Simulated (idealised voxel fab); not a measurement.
You're looking at the process module voxel transistor to metal.
FYI the section here is cut, 275 nm wide, cells are 5 nm squares.
Notation: cross-section as square-cell grid; stated in bands, top first, going down; one or more cell rows per band. Band: top height; bottom height; in nm. Then, left to right: material with width in nm, for each material. "throughout": a single material spanning edge to edge. "blank": empty space. We count height from 0. Below that, the starting wafer is all one material. The lowest band never ends at the bottom but goes on down; see "from 0 down" for how that is written. Width spec "30..40" -> top row of cells at first value, bottom row at second value, equal per-row change in between. No cell of the cross-section changed in a step that is given as "no modifications". Voids not open to the top, 8 cells minimum: see "Non-vented voids". Written width x height at distance; distance is from the left edge; nm. Whatever follows a step's settings on its line is a remark the simulator itself makes about that step. A step's line can hold "overlay nm"; with a mask on that step, the setting says how far right of the planned place the mask lay, while a negative setting says it lay to the left. Pairs from here to the end. Each: cross-section before one process step, cross-section after it, the latter only as far down as the lowest band that changed. Under each: the step between, and its settings. Mind that the pairs may be taken from different runs of this module on the same starting wafer; whether a pair continues from the pair above depends on its entry headed "Incoming structure", and it does only where that entry says so.
## Incoming structure
from 40 to 25 | 50 blank; 5 SiO2; 25 SiCN; 5 SiO2; 100 blank; 5 SiO2; 25 SiCN; 5 SiO2; 55 blank
from 25 to 0 | 50 blank; 5 SiO2; 25 polySi; 5 SiO2; 100 blank; 5 SiO2; 25 polySi; 5 SiO2; 55 blank
from 0 to -5 | 15 SiO2; 35 blank; 5 SiO2; 25 polySi; 5 SiO2; 35 blank; 30 SiO2; 35 blank; 5 SiO2; 25 polySi; 5 SiO2; 35 blank; 20 SiO2
from -5 to -10 | SiO2 throughout
from -10 to -40 | 15 SiO2; 105 Si; 30 SiO2; 105 Si; 20 SiO2
from -40 down | Si throughout
Non-vented voids: none
## Result of Step
from 45 to 40 | 45 blank; 45 SiN; 90 blank; 45 SiN; 50 blank
from 40 to 25 | 45 blank; 5 SiN; 5 SiO2; 25 SiCN; 5 SiO2; 5 SiN; 90 blank; 5 SiN; 5 SiO2; 25 SiCN; 5 SiO2; 5 SiN; 50 blank
from 25 to 5 | 45 blank; 5 SiN; 5 SiO2; 25 polySi; 5 SiO2; 5 SiN; 90 blank; 5 SiN; 5 SiO2; 25 polySi; 5 SiO2; 5 SiN; 50 blank
from 5 to 0 | 20 SiN; 25 blank; 5 SiN; 5 SiO2; 25 polySi; 5 SiO2; 5 SiN; 25 blank; 40 SiN; 25 blank; 5 SiN; 5 SiO2; 25 polySi; 5 SiO2; 5 SiN; 25 blank; 25 SiN
from 0 to -5 | 15 SiO2; 35 SiN; 5 SiO2; 25 polySi; 5 SiO2; 35 SiN; 30 SiO2; 35 SiN; 5 SiO2; 25 polySi; 5 SiO2; 35 SiN; 20 SiO2
Rest of section, below -5: as before.
Non-vented voids: none
The step carried out between the cross-section before it and the cross-section after it, both shown above, is op CONFORMAL_DEP | material SiN | thk nm 5
Incoming structure: taken from the pair above, after panel.
## Result of Step
from 40 to 25 | 45 blank; 5 SiN; 5 SiO2; 25 SiCN; 5 SiO2; 5 SiN; 90 blank; 5 SiN; 5 SiO2; 25 SiCN; 5 SiO2; 5 SiN; 50 blank
from 25 to 0 | 45 blank; 5 SiN; 5 SiO2; 25 polySi; 5 SiO2; 5 SiN; 90 blank; 5 SiN; 5 SiO2; 25 polySi; 5 SiO2; 5 SiN; 50 blank
from 0 to -5 | 15 SiO2; 5 SiN; 25 blank; 5 SiN; 5 SiO2; 25 polySi; 5 SiO2; 5 SiN; 25 blank; 5 SiN; 30 SiO2; 5 SiN; 25 blank; 5 SiN; 5 SiO2; 25 polySi; 5 SiO2; 5 SiN; 25 blank; 5 SiN; 20 SiO2
Rest of section, below -5: as before.
Non-vented voids: none
The step carried out between the cross-section before it and the cross-section after it, both shown above, is op DIRECTIONAL_ETCH | etch materials SiN | depth nm 5
Incoming structure: taken from the pair above, after panel.
## Result of Step
from 40 to 35 | 45 blank; 5 SiN; 5 blank; 25 SiCN; 5 blank; 5 SiN; 90 blank; 5 SiN; 5 blank; 25 SiCN; 5 blank; 5 SiN; 50 blank
from 35 to 25 | 45 blank; 5 SiN; 5 SiO2; 25 SiCN; 5 SiO2; 5 SiN; 90 blank; 5 SiN; 5 SiO2; 25 SiCN; 5 SiO2; 5 SiN; 50 blank
from 25 to 0 | 45 blank; 5 SiN; 5 SiO2; 25 polySi; 5 SiO2; 5 SiN; 90 blank; 5 SiN; 5 SiO2; 25 polySi; 5 SiO2; 5 SiN; 50 blank
from 0 to -5 | 15 blank; 5 SiN; 25 blank; 5 SiN; 5 SiO2; 25 polySi; 5 SiO2; 5 SiN; 25 blank; 5 SiN; 30 blank; 5 SiN; 25 blank; 5 SiN; 5 SiO2; 25 polySi; 5 SiO2; 5 SiN; 25 blank; 5 SiN; 20 blank
from -5 to -10 | 20 SiO2; 25 blank; 45 SiO2; 25 blank; 40 SiO2; 25 blank; 45 SiO2; 25 blank; 25 SiO2
Rest of section, below -10: as before.
Non-vented voids: none
The step carried out between the cross-section before it and the cross-section after it, both shown above, is op DIRECTIONAL_ETCH | etch materials SiO2 | depth nm 5
Incoming structure: taken from the pair above, after panel.
## Result of Step
from 40 to 35 | 45 blank; 5 SiN; 5 blank; 25 SiCN; 5 blank; 5 SiN; 90 blank; 5 SiN; 5 blank; 25 SiCN; 5 blank; 5 SiN; 50 blank
from 35 to 25 | 45 blank; 5 SiN; 5 SiO2; 25 SiCN; 5 SiO2; 5 SiN; 90 blank; 5 SiN; 5 SiO2; 25 SiCN; 5 SiO2; 5 SiN; 50 blank
from 25 to 0 | 45 blank; 5 SiN; 5 SiO2; 25 polySi; 5 SiO2; 5 SiN; 90 blank; 5 SiN; 5 SiO2; 25 polySi; 5 SiO2; 5 SiN; 50 blank
from 0 to -5 | 15 blank; 5 SiN; 25 blank; 5 SiN; 5 SiO2; 25 polySi; 5 SiO2; 5 SiN; 25 blank; 5 SiN; 30 blank; 5 SiN; 25 blank; 5 SiN; 5 SiO2; 25 polySi; 5 SiO2; 5 SiN; 25 blank; 5 SiN; 20 blank
from -5 to -10 | 20 SiO2; 25 blank; 45 SiO2; 25 blank; 40 SiO2; 25 blank; 45 SiO2; 25 blank; 25 SiO2
from -10 to -20 | 15 SiO2; 5 Si; 25 blank; 45 Si; 25 blank; 5 Si; 30 SiO2; 5 Si; 25 blank; 45 Si; 25 blank; 5 Si; 20 SiO2
Rest of section, below -20: as before.
Non-vented voids: none
The step carried out between the cross-section before it and the cross-section after it, both shown above, is op DIRECTIONAL_ETCH | etch materials Si | depth nm 10
Incoming structure: taken from the pair above, after panel.
## Result of Step
from 40 to 35 | 45 blank; 5 SiN; 5 blank; 25 SiCN; 5 blank; 5 SiN; 90 blank; 5 SiN; 5 blank; 25 SiCN; 5 blank; 5 SiN; 50 blank
from 35 to 25 | 45 blank; 5 SiN; 5 SiO2; 25 SiCN; 5 SiO2; 5 SiN; 90 blank; 5 SiN; 5 SiO2; 25 SiCN; 5 SiO2; 5 SiN; 50 blank
from 25 to 0 | 45 blank; 5 SiN; 5 SiO2; 25 polySi; 5 SiO2; 5 SiN; 90 blank; 5 SiN; 5 SiO2; 25 polySi; 5 SiO2; 5 SiN; 50 blank
from 0 to -5 | 15 blank; 5 SiN; 10 nSi; 5 blank; 10 nSi; 5 SiN; 5 SiO2; 25 polySi; 5 SiO2; 5 SiN; 10 nSi; 5 blank; 10 nSi; 5 SiN; 30 blank; 5 SiN; 10 nSi; 5 blank; 10 nSi; 5 SiN; 5 SiO2; 25 polySi; 5 SiO2; 5 SiN; 10 nSi; 5 blank; 10 nSi; 5 SiN; 20 blank
from -5 to -10 | 20 SiO2; 10 nSi; 5 blank; 10 nSi; 45 SiO2; 10 nSi; 5 blank; 10 nSi; 40 SiO2; 10 nSi; 5 blank; 10 nSi; 45 SiO2; 10 nSi; 5 blank; 10 nSi; 25 SiO2
from -10 to -20 | 15 SiO2; 5 Si; 25 nSi; 45 Si; 25 nSi; 5 Si; 30 SiO2; 5 Si; 25 nSi; 45 Si; 25 nSi; 5 Si; 20 SiO2
Rest of section, below -20: as before.
Non-vented voids: none
The step carried out between the cross-section before it and the cross-section after it, both shown above, is op EPI | material nSi | thk nm 10
Incoming structure: taken from the pair above, after panel.
## Result of Step
from 50 to 40 | SiO2 throughout
from 40 to 25 | 45 SiO2; 5 SiN; 5 SiO2; 25 SiCN; 5 SiO2; 5 SiN; 90 SiO2; 5 SiN; 5 SiO2; 25 SiCN; 5 SiO2; 5 SiN; 50 SiO2
from 25 to 0 | 45 SiO2; 5 SiN; 5 SiO2; 25 polySi; 5 SiO2; 5 SiN; 90 SiO2; 5 SiN; 5 SiO2; 25 polySi; 5 SiO2; 5 SiN; 50 SiO2
from 0 to -5 | 15 SiO2; 5 SiN; 10 nSi; 5 SiO2; 10 nSi; 5 SiN; 5 SiO2; 25 polySi; 5 SiO2; 5 SiN; 10 nSi; 5 SiO2; 10 nSi; 5 SiN; 30 SiO2; 5 SiN; 10 nSi; 5 SiO2; 10 nSi; 5 SiN; 5 SiO2; 25 polySi; 5 SiO2; 5 SiN; 10 nSi; 5 SiO2; 10 nSi; 5 SiN; 20 SiO2
from -5 to -10 | 20 SiO2; 10 nSi; 5 SiO2; 10 nSi; 45 SiO2; 10 nSi; 5 SiO2; 10 nSi; 40 SiO2; 10 nSi; 5 SiO2; 10 nSi; 45 SiO2; 10 nSi; 5 SiO2; 10 nSi; 25 SiO2
Rest of section, below -10: as before.
Non-vented voids: none
The step carried out between the cross-section before it and the cross-section after it, both shown above, is op FILL_DEP | material SiO2 | thk nm 10
Incoming structure: taken from the pair above, after panel.
## Result of Step
from 25 to 0 | 45 SiO2; 5 SiN; 5 SiO2; 25 polySi; 5 SiO2; 5 SiN; 90 SiO2; 5 SiN; 5 SiO2; 25 polySi; 5 SiO2; 5 SiN; 50 SiO2
Rest of section, below 0: as before.
Non-vented voids: none
The step carried out between the cross-section before it and the cross-section after it, both shown above, is op CMP | height nm 25
Incoming structure: taken from the pair above, after panel.
## Result of Step
from 25 to 0 | 45 SiO2; 5 SiN; 5 SiO2; 25 blank; 5 SiO2; 5 SiN; 90 SiO2; 5 SiN; 5 SiO2; 25 blank; 5 SiO2; 5 SiN; 50 SiO2
from 0 to -5 | 15 SiO2; 5 SiN; 10 nSi; 5 SiO2; 10 nSi; 5 SiN; 5 SiO2; 25 blank; 5 SiO2; 5 SiN; 10 nSi; 5 SiO2; 10 nSi; 5 SiN; 30 SiO2; 5 SiN; 10 nSi; 5 SiO2; 10 nSi; 5 SiN; 5 SiO2; 25 blank; 5 SiO2; 5 SiN; 10 nSi; 5 SiO2; 10 nSi; 5 SiN; 20 SiO2
Rest of section, below -5: as before.
Non-vented voids: none
The step carried out between the cross-section before it and the cross-section after it, both shown above, is op STRIP | etch materials polySi
Incoming structure: taken from the pair above, after panel.
## Result of Step
from 25 to 20 | 45 blank; 5 SiN; 35 blank; 5 SiN; 90 blank; 5 SiN; 35 blank; 5 SiN; 50 blank
from 20 to 0 | 45 SiO2; 5 SiN; 35 blank; 5 SiN; 90 SiO2; 5 SiN; 35 blank; 5 SiN; 50 SiO2
from 0 to -5 | 15 SiO2; 5 SiN; 10 nSi; 5 SiO2; 10 nSi; 5 SiN; 35 blank; 5 SiN; 10 nSi; 5 SiO2; 10 nSi; 5 SiN; 30 SiO2; 5 SiN; 10 nSi; 5 SiO2; 10 nSi; 5 SiN; 35 blank; 5 SiN; 10 nSi; 5 SiO2; 10 nSi; 5 SiN; 20 SiO2
from -5 to -10 | 20 SiO2; 10 nSi; 5 SiO2; 10 nSi; 5 SiO2; 35 blank; 5 SiO2; 10 nSi; 5 SiO2; 10 nSi; 40 SiO2; 10 nSi; 5 SiO2; 10 nSi; 5 SiO2; 35 blank; 5 SiO2; 10 nSi; 5 SiO2; 10 nSi; 25 SiO2
Rest of section, below -10: as before.
Non-vented voids: none
The step carried out between the cross-section before it and the cross-section after it, both shown above, is op SELECTIVE_ETCH | etch materials SiO2 | depth nm 5
Incoming structure: taken from the pair above, after panel.
## Result of Step
from 30 to 25 | 40 blank; 15 HfO2; 25 blank; 15 HfO2; 80 blank; 15 HfO2; 25 blank; 15 HfO2; 45 blank
from 25 to 20 | 45 HfO2; 5 SiN; 5 HfO2; 25 blank; 5 HfO2; 5 SiN; 90 HfO2; 5 SiN; 5 HfO2; 25 blank; 5 HfO2; 5 SiN; 50 HfO2
from 20 to 0 | 45 SiO2; 5 SiN; 5 HfO2; 25 blank; 5 HfO2; 5 SiN; 90 SiO2; 5 SiN; 5 HfO2; 25 blank; 5 HfO2; 5 SiN; 50 SiO2
from 0 to -5 | 15 SiO2; 5 SiN; 10 nSi; 5 SiO2; 10 nSi; 5 SiN; 5 HfO2; 25 blank; 5 HfO2; 5 SiN; 10 nSi; 5 SiO2; 10 nSi; 5 SiN; 30 SiO2; 5 SiN; 10 nSi; 5 SiO2; 10 nSi; 5 SiN; 5 HfO2; 25 blank; 5 HfO2; 5 SiN; 10 nSi; 5 SiO2; 10 nSi; 5 SiN; 20 SiO2
from -5 to -10 | 20 SiO2; 10 nSi; 5 SiO2; 10 nSi; 5 SiO2; 35 HfO2; 5 SiO2; 10 nSi; 5 SiO2; 10 nSi; 40 SiO2; 10 nSi; 5 SiO2; 10 nSi; 5 SiO2; 35 HfO2; 5 SiO2; 10 nSi; 5 SiO2; 10 nSi; 25 SiO2
Rest of section, below -10: as before.
Non-vented voids: none
The step carried out between the cross-section before it and the cross-section after it, both shown above, is op CONFORMAL_DEP | material HfO2 | thk nm 5
Incoming structure: taken from the pair above, after panel.
## Result of Step
from 35 to 30 | 35 blank; 25 TiN; 15 blank; 25 TiN; 70 blank; 25 TiN; 15 blank; 25 TiN; 40 blank
from 30 to 25 | 40 TiN; 15 HfO2; 5 TiN; 15 blank; 5 TiN; 15 HfO2; 80 TiN; 15 HfO2; 5 TiN; 15 blank; 5 TiN; 15 HfO2; 45 TiN
from 25 to 20 | 45 HfO2; 5 SiN; 5 HfO2; 5 TiN; 15 blank; 5 TiN; 5 HfO2; 5 SiN; 90 HfO2; 5 SiN; 5 HfO2; 5 TiN; 15 blank; 5 TiN; 5 HfO2; 5 SiN; 50 HfO2
from 20 to 0 | 45 SiO2; 5 SiN; 5 HfO2; 5 TiN; 15 blank; 5 TiN; 5 HfO2; 5 SiN; 90 SiO2; 5 SiN; 5 HfO2; 5 TiN; 15 blank; 5 TiN; 5 HfO2; 5 SiN; 50 SiO2
from 0 to -5 | 15 SiO2; 5 SiN; 10 nSi; 5 SiO2; 10 nSi; 5 SiN; 5 HfO2; 25 TiN; 5 HfO2; 5 SiN; 10 nSi; 5 SiO2; 10 nSi; 5 SiN; 30 SiO2; 5 SiN; 10 nSi; 5 SiO2; 10 nSi; 5 SiN; 5 HfO2; 25 TiN; 5 HfO2; 5 SiN; 10 nSi; 5 SiO2; 10 nSi; 5 SiN; 20 SiO2
Rest of section, below -5: as before.
Non-vented voids: none
The step carried out between the cross-section before it and the cross-section after it, both shown above, is op CONFORMAL_DEP | material TiN | thk nm 5
Incoming structure: taken from the pair above, after panel.
## Result of Step
from 45 to 35 | W throughout
from 35 to 30 | 35 W; 25 TiN; 15 W; 25 TiN; 70 W; 25 TiN; 15 W; 25 TiN; 40 W
from 30 to 25 | 40 TiN; 15 HfO2; 5 TiN; 15 W; 5 TiN; 15 HfO2; 80 TiN; 15 HfO2; 5 TiN; 15 W; 5 TiN; 15 HfO2; 45 TiN
from 25 to 20 | 45 HfO2; 5 SiN; 5 HfO2; 5 TiN; 15 W; 5 TiN; 5 HfO2; 5 SiN; 90 HfO2; 5 SiN; 5 HfO2; 5 TiN; 15 W; 5 TiN; 5 HfO2; 5 SiN; 50 HfO2
from 20 to 0 | 45 SiO2; 5 SiN; 5 HfO2; 5 TiN; 15 W; 5 TiN; 5 HfO2; 5 SiN; 90 SiO2; 5 SiN; 5 HfO2; 5 TiN; 15 W; 5 TiN; 5 HfO2; 5 SiN; 50 SiO2
Rest of section, below 0: as before.
Non-vented voids: none
The step carried out between the cross-section before it and the cross-section after it, both shown above, is op FILL_DEP | material W | thk nm 10
Incoming structure: taken from the pair above, after panel.
## Result of Step
from 20 to 0 | 45 SiO2; 5 SiN; 5 HfO2; 5 TiN; 15 W; 5 TiN; 5 HfO2; 5 SiN; 90 SiO2; 5 SiN; 5 HfO2; 5 TiN; 15 W; 5 TiN; 5 HfO2; 5 SiN; 50 SiO2
Rest of section, below 0: as before.
Non-vented voids: none
The step carried out between the cross-section before it and the cross-section after it, both shown above, is op CMP | height nm 20
Incoming structure: taken from the pair above, after panel.
## Result of Step
from 30 to 20 | SiO2 throughout
Rest of section, below 20: as before.
Non-vented voids: none
The step carried out between the cross-section before it and the cross-section after it, both shown above, is op DIRECTIONAL_DEP | material SiO2 | thk nm 10
Incoming structure: taken from the pair above, after panel.
## Result of Step
from 45 to 30 | 20 resist; 15 blank; 65 resist; 15 blank; 40 resist; 15 blank; 65 resist; 15 blank; 25 resist
Rest of section, below 30: as before.
Non-vented voids: none
The step carried out between the cross-section before it and the cross-section after it, both shown above, is op PATTERN | tone open | mask id CONTACT | material resist | width nm 15 | thk nm 15 | overlay nm 0
Incoming structure: taken from the pair above, after panel.
## Result of Step
from 45 to 30 | 20 resist; 15 blank; 65 resist; 15 blank; 40 resist; 15 blank; 65 resist; 15 blank; 25 resist
from 30 to 20 | 20 SiO2; 15 blank; 65 SiO2; 15 blank; 40 SiO2; 15 blank; 65 SiO2; 15 blank; 25 SiO2
from 20 to 0 | 20 SiO2; 15 blank; 10 SiO2; 5 SiN; 5 HfO2; 5 TiN; 15 W; 5 TiN; 5 HfO2; 5 SiN; 10 SiO2; 15 blank; 40 SiO2; 15 blank; 10 SiO2; 5 SiN; 5 HfO2; 5 TiN; 15 W; 5 TiN; 5 HfO2; 5 SiN; 10 SiO2; 15 blank; 25 SiO2
Rest of section, below 0: as before.
Non-vented voids: none
The step carried out between the cross-section before it and the cross-section after it, both shown above, is op DIRECTIONAL_ETCH | etch materials SiO2 | depth nm 30
Incoming structure: taken from the pair above, after panel.
## Result of Step
from 30 to 20 | 20 SiO2; 15 blank; 65 SiO2; 15 blank; 40 SiO2; 15 blank; 65 SiO2; 15 blank; 25 SiO2
Rest of section, below 20: as before.
Non-vented voids: none
The step carried out between the cross-section before it and the cross-section after it, both shown above, is op STRIP | etch materials resist
Incoming structure: taken from the pair above, after panel.
## Result of Step
from 35 to 30 | 25 TiN; 5 blank; 75 TiN; 5 blank; 50 TiN; 5 blank; 75 TiN; 5 blank; 30 TiN
from 30 to 20 | 20 SiO2; 5 TiN; 5 blank; 5 TiN; 65 SiO2; 5 TiN; 5 blank; 5 TiN; 40 SiO2; 5 TiN; 5 blank; 5 TiN; 65 SiO2; 5 TiN; 5 blank; 5 TiN; 25 SiO2
from 20 to 5 | 20 SiO2; 5 TiN; 5 blank; 5 TiN; 10 SiO2; 5 SiN; 5 HfO2; 5 TiN; 15 W; 5 TiN; 5 HfO2; 5 SiN; 10 SiO2; 5 TiN; 5 blank; 5 TiN; 40 SiO2; 5 TiN; 5 blank; 5 TiN; 10 SiO2; 5 SiN; 5 HfO2; 5 TiN; 15 W; 5 TiN; 5 HfO2; 5 SiN; 10 SiO2; 5 TiN; 5 blank; 5 TiN; 25 SiO2
from 5 to 0 | 20 SiO2; 15 TiN; 10 SiO2; 5 SiN; 5 HfO2; 5 TiN; 15 W; 5 TiN; 5 HfO2; 5 SiN; 10 SiO2; 15 TiN; 40 SiO2; 15 TiN; 10 SiO2; 5 SiN; 5 HfO2; 5 TiN; 15 W; 5 TiN; 5 HfO2; 5 SiN; 10 SiO2; 15 TiN; 25 SiO2
Rest of section, below 0: as before.
Non-vented voids: none
The step carried out between the cross-section before it and the cross-section after it, both shown above, is op CONFORMAL_DEP | material TiN | thk nm 5
Incoming structure: taken from the pair above, after panel.
## Result of Step
from 45 to 35 | W throughout
from 35 to 30 | 25 TiN; 5 W; 75 TiN; 5 W; 50 TiN; 5 W; 75 TiN; 5 W; 30 TiN
from 30 to 20 | 20 SiO2; 5 TiN; 5 W; 5 TiN; 65 SiO2; 5 TiN; 5 W; 5 TiN; 40 SiO2; 5 TiN; 5 W; 5 TiN; 65 SiO2; 5 TiN; 5 W; 5 TiN; 25 SiO2
from 20 to 5 | 20 SiO2; 5 TiN; 5 W; 5 TiN; 10 SiO2; 5 SiN; 5 HfO2; 5 TiN; 15 W; 5 TiN; 5 HfO2; 5 SiN; 10 SiO2; 5 TiN; 5 W; 5 TiN; 40 SiO2; 5 TiN; 5 W; 5 TiN; 10 SiO2; 5 SiN; 5 HfO2; 5 TiN; 15 W; 5 TiN; 5 HfO2; 5 SiN; 10 SiO2; 5 TiN; 5 W; 5 TiN; 25 SiO2
Rest of section, below 5: as before.
Non-vented voids: none
The step carried out between the cross-section before it and the cross-section after it, both shown above, is op FILL_DEP | material W | thk nm 10
Incoming structure: taken from the pair above, after panel.
## Result of Step
from 30 to 20 | 20 SiO2; 5 TiN; 5 W; 5 TiN; 65 SiO2; 5 TiN; 5 W; 5 TiN; 40 SiO2; 5 TiN; 5 W; 5 TiN; 65 SiO2; 5 TiN; 5 W; 5 TiN; 25 SiO2
Rest of section, below 20: as before.
Non-vented voids: none
The step carried out between the cross-section before it and the cross-section after it, both shown above, is op CMP | height nm 30
Incoming structure: taken from the pair above, after panel.
## Result of Step
from 35 to 30 | TiN throughout
Rest of section, below 30: as before.
Non-vented voids: none
The step carried out between the cross-section before it and the cross-section after it, both shown above, is op DIRECTIONAL_DEP | material TiN | thk nm 5
Incoming structure: taken from the pair above, after panel.
## Result of Step
from 60 to 35 | Ru throughout
Rest of section, below 35: as before.
Non-vented voids: none
The step carried out between the cross-section before it and the cross-section after it, both shown above, is op DIRECTIONAL_DEP | material Ru | thk nm 25
Incoming structure: taken from the pair above, after panel.
## Result of Step
from 75 to 60 | aC throughout
Rest of section, below 60: as before.
Non-vented voids: none
The step carried out between the cross-section before it and the cross-section after it, both shown above, is op DIRECTIONAL_DEP | material aC | thk nm 15
Incoming structure: taken from the pair above, after panel.
## Result of Step
from 110 to 75 | 20 blank; 15 resist; 65 blank; 15 resist; 40 blank; 15 resist; 65 blank; 15 resist; 25 blank
Rest of section, below 75: as before.
Non-vented voids: none
The step carried out between the cross-section before it and the cross-section after it, both shown above, is op PATTERN | tone cover | mask id METAL_1 | material resist | width nm 15 | thk nm 35 | overlay nm 0
Incoming structure: taken from the pair above, after panel.
## Result of Step
from 95 to 75 | 20 blank; 15 resist; 65 blank; 15 resist; 40 blank; 15 resist; 65 blank; 15 resist; 25 blank
from 75 to 60 | 20 blank; 15 aC; 65 blank; 15 aC; 40 blank; 15 aC; 65 blank; 15 aC; 25 blank
Rest of section, below 60: as before.
Non-vented voids: none
The step carried out between the cross-section before it and the cross-section after it, both shown above, is op DIRECTIONAL_ETCH | etch materials aC | depth nm 15
Incoming structure: taken from the pair above, after panel.
## Result of Step
from 75 to 60 | 20 blank; 15 aC; 65 blank; 15 aC; 40 blank; 15 aC; 65 blank; 15 aC; 25 blank
Rest of section, below 60: as before.
Non-vented voids: none
The step carried out between the cross-section before it and the cross-section after it, both shown above, is op STRIP | etch materials resist
Incoming structure: taken from the pair above, after panel.
## Result of Step
from 75 to 60 | 20 blank; 15 aC; 65 blank; 15 aC; 40 blank; 15 aC; 65 blank; 15 aC; 25 blank
from 60 to 35 | 20 blank; 15 Ru; 65 blank; 15 Ru; 40 blank; 15 Ru; 65 blank; 15 Ru; 25 blank
Rest of section, below 35: as before.
Non-vented voids: none
The step carried out between the cross-section before it and the cross-section after it, both shown above, is op DIRECTIONAL_ETCH | etch materials Ru | depth nm 25
Incoming structure: taken from the pair above, after panel.
## Result of Step
from 75 to 60 | 20 blank; 15 aC; 65 blank; 15 aC; 40 blank; 15 aC; 65 blank; 15 aC; 25 blank
from 60 to 35 | 20 blank; 15 Ru; 65 blank; 15 Ru; 40 blank; 15 Ru; 65 blank; 15 Ru; 25 blank
from 35 to 30 | 20 blank; 15 TiN; 65 blank; 15 TiN; 40 blank; 15 TiN; 65 blank; 15 TiN; 25 blank
Rest of section, below 30: as before.
Non-vented voids: none
The step carried out between the cross-section before it and the cross-section after it, both shown above, is op DIRECTIONAL_ETCH | etch materials TiN | depth nm 5
Incoming structure: taken from the pair above, after panel.
## Result of Step
from 60 to 35 | 20 blank; 15 Ru; 65 blank; 15 Ru; 40 blank; 15 Ru; 65 blank; 15 Ru; 25 blank
Rest of section, below 35: as before.
Non-vented voids: none
The step carried out between the cross-section before it and the cross-section after it, both shown above, is op STRIP | etch materials aC
Incoming structure: taken from the pair above, after panel.
## Result of Step
from 65 to 60 | SiO2 throughout
from 60 to 35 | 20 SiO2; 15 Ru; 65 SiO2; 15 Ru; 40 SiO2; 15 Ru; 65 SiO2; 15 Ru; 25 SiO2
from 35 to 30 | 20 SiO2; 15 TiN; 65 SiO2; 15 TiN; 40 SiO2; 15 TiN; 65 SiO2; 15 TiN; 25 SiO2
Rest of section, below 30: as before.
Non-vented voids: none
The step carried out between the cross-section before it and the cross-section after it, both shown above, is op FILL_DEP | material SiO2 | thk nm 5
Incoming structure: taken from the pair above, after panel.
## Result of Step
from 60 to 35 | 20 SiO2; 15 Ru; 65 SiO2; 15 Ru; 40 SiO2; 15 Ru; 65 SiO2; 15 Ru; 25 SiO2
Rest of section, below 35: as before.
Non-vented voids: none
The step carried out between the cross-section before it and the cross-section after it, both shown above, is op CMP | height nm 60
Incoming structure: taken from the pair above, after panel.
## Result of Step
from 65 to 60 | SiCN throughout
Rest of section, below 60: as before.
Non-vented voids: none
The step carried out between the cross-section before it and the cross-section after it, both shown above, is op CONFORMAL_DEP | material SiCN | thk nm 5
Incoming structure: taken from the pair above, after panel.
## Result of Step
from 95 to 65 | SiO2 throughout
Rest of section, below 65: as before.
Non-vented voids: none
The step carried out between the cross-section before it and the cross-section after it, both shown above, is op DIRECTIONAL_DEP | material SiO2 | thk nm 30
Incoming structure: taken from the pair above, after panel.
## Result of Step
from 95 to 80 | 20 SiO2; 15 blank; 120 SiO2; 15 blank; 105 SiO2
Rest of section, below 80: as before.
Non-vented voids: none
The step carried out between the cross-section before it and the cross-section after it, both shown above, is op MASKED_ETCH | tone open | mask id METAL_2 | width nm 15 | pitch nm 135 | etch materials SiO2 | depth nm 15 | overlay nm 0
Incoming structure: taken from the pair above, after panel.
## Result of Step
from 110 to 95 | 20 aC; 15 blank; 120 aC; 15 blank; 105 aC
from 95 to 80 | 20 SiO2; 15 aC; 120 SiO2; 15 aC; 105 SiO2
Rest of section, below 80: as before.
Non-vented voids: none
The step carried out between the cross-section before it and the cross-section after it, both shown above, is op DIRECTIONAL_DEP | material aC | thk nm 15
Incoming structure: taken from the pair above, after panel.
## Result of Step
from 140 to 110 | 20 resist; 15 blank; 120 resist; 15 blank; 105 resist
Rest of section, below 110: as before.
Non-vented voids: none
The step carried out between the cross-section before it and the cross-section after it, both shown above, is op PATTERN | tone open | mask id METAL_2_HOLES | material resist | width nm 15 | pitch nm 135 | thk nm 30 | overlay nm 0
Incoming structure: taken from the pair above, after panel.
## Result of Step
from 125 to 110 | 20 resist; 15 blank; 120 resist; 15 blank; 105 resist
from 110 to 95 | 20 aC; 15 blank; 120 aC; 15 blank; 105 aC
from 95 to 80 | 20 SiO2; 15 blank; 120 SiO2; 15 blank; 105 SiO2
Rest of section, below 80: as before.
Non-vented voids: none
The step carried out between the cross-section before it and the cross-section after it, both shown above, is op DIRECTIONAL_ETCH | etch materials aC | depth nm 15
Incoming structure: taken from the pair above, after panel.
## Result of Step
from 110 to 95 | 20 aC; 15 blank; 120 aC; 15 blank; 105 aC
Rest of section, below 95: as before.
Non-vented voids: none
The step carried out between the cross-section before it and the cross-section after it, both shown above, is op STRIP | etch materials resist
Incoming structure: taken from the pair above, after panel.
## Result of Step
from 110 to 95 | 20 aC; 15 blank; 120 aC; 15 blank; 105 aC
from 95 to 65 | 20 SiO2; 15 blank; 120 SiO2; 15 blank; 105 SiO2
Rest of section, below 65: as before.
Non-vented voids: none
The step carried out between the cross-section before it and the cross-section after it, both shown above, is op DIRECTIONAL_ETCH | etch materials SiO2 | depth nm 15
Incoming structure: taken from the pair above, after panel.
## Result of Step
from 110 to 95 | 20 aC; 15 blank; 120 aC; 15 blank; 105 aC
from 95 to 65 | 20 SiO2; 15 blank; 120 SiO2; 15 blank; 105 SiO2
from 65 to 60 | 20 SiCN; 15 blank; 120 SiCN; 15 blank; 105 SiCN
Rest of section, below 60: as before.
Non-vented voids: none
The step carried out between the cross-section before it and the cross-section after it, both shown above, is op DIRECTIONAL_ETCH | etch materials SiCN | depth nm 5
Incoming structure: taken from the pair above, after panel.
## Result of Step
from 95 to 65 | 20 SiO2; 15 blank; 120 SiO2; 15 blank; 105 SiO2
Rest of section, below 65: as before.
Non-vented voids: none
The step carried out between the cross-section before it and the cross-section after it, both shown above, is op STRIP | etch materials aC
Incoming structure: taken from the pair above, after panel.
## Result of Step
from 100 to 95 | 25 TiN; 5 blank; 130 TiN; 5 blank; 110 TiN
from 95 to 65 | 20 SiO2; 5 TiN; 5 blank; 5 TiN; 120 SiO2; 5 TiN; 5 blank; 5 TiN; 105 SiO2
from 65 to 60 | 20 SiCN; 15 TiN; 120 SiCN; 15 TiN; 105 SiCN
Rest of section, below 60: as before.
Non-vented voids: none
The step carried out between the cross-section before it and the cross-section after it, both shown above, is op CONFORMAL_DEP | material TiN | thk nm 5
Incoming structure: taken from the pair above, after panel.
## Result of Step
from 110 to 100 | Cu throughout
from 100 to 95 | 25 TiN; 5 Cu; 130 TiN; 5 Cu; 110 TiN
from 95 to 65 | 20 SiO2; 5 TiN; 5 Cu; 5 TiN; 120 SiO2; 5 TiN; 5 Cu; 5 TiN; 105 SiO2
Rest of section, below 65: as before.
Non-vented voids: none
The step carried out between the cross-section before it and the cross-section after it, both shown above, is op FILL_DEP | material Cu | thk nm 10
Incoming structure: taken from the pair above, after panel.
## Result of Step
from 95 to 65 | 20 SiO2; 5 TiN; 5 Cu; 5 TiN; 120 SiO2; 5 TiN; 5 Cu; 5 TiN; 105 SiO2
Rest of section, below 65: as before.
Non-vented voids: none
The step carried out between the cross-section before it and the cross-section after it, both shown above, is op CMP | height nm 95
